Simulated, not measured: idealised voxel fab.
process module | voxel air gaps
cross-section cut | 220 nm wide | cells 5 nm
A cross-section is a grid of square cells, given in bands from the top down. A band is one or more rows of cells.
Each band's line starts with the height of the band's top and of its bottom, in nm. Then come its materials from left to right, each with its width in nm. One material with "throughout" fills the band from edge to edge. "air" is empty space.
Height 0 is the level under which the wafer as received is all one material. The lowest band goes on downwards, as in "0 down".
A width such as "30 to 40" changes by the same amount from each row of cells to the next, from the band's top row to its bottom row.
"no change" after a step means that no cell of the cross-section changed.
closed voids: empty space of 8 cells or more with no open way to the top, each as width x height at its distance from the left edge, in nm
after a step's settings: what the simulator itself notes on the step
overlay nm, on a step with a mask: how far to the right of its planned place the mask lay; to the left if negative
plan
1 op RECEIVE | material Si
2 op CONFORMAL_DEP | material SiO2 | thk nm 10
3 op CONFORMAL_DEP | material SiCN | thk nm 5
4 op DIRECTIONAL_DEP | material SiO2 | thk nm 30
5 op PATTERN | tone open | mask id LINES | material resist | width nm 25 | pitch nm 50 | thk nm 15 | overlay nm -5
6 op DIRECTIONAL_ETCH | etch materials SiO2 | depth nm 30
7 op STRIP | etch materials resist
8 op CONFORMAL_DEP | material TiN | thk nm 5
9 op FILL_DEP | material Ru | thk nm 5
10 op CMP | height nm 45
11 op EPI | material Ru | thk nm 10
12 op SELECTIVE_ETCH | etch materials SiO2 | depth nm 40
13 op CONFORMAL_DEP | material SiCN | thk nm 5
varied across the wafers: overlay nm of step 5. The plan shows the first wafer's value. All wafers start alike
first wafer as received, after step 1
  0 down: Si throughout
  closed voids: none
each wafer at the end: cells of each material gained (+) or lost (-) since it was received, then its closed voids
overlay nm -5 | +132 Ru | +172 SiCN | +88 SiO2 | +60 TiN | closed voids: 10 x 20 at 0; 15 x 20 at 45; 15 x 20 at 95; 15 x 20 at 145
overlay nm 0 | +132 Ru | +172 SiCN | +88 SiO2 | +60 TiN | closed voids: 15 x 20 at 50; 15 x 20 at 100; 15 x 20 at 150
overlay nm 5 | +132 Ru | +172 SiCN | +88 SiO2 | +60 TiN | closed voids: 15 x 20 at 55; 15 x 20 at 105; 15 x 20 at 155
overlay nm 10 | +132 Ru | +172 SiCN | +88 SiO2 | +60 TiN | closed voids: 15 x 20 at 60; 15 x 20 at 110; 15 x 20 at 160; 10 x 20 at 210
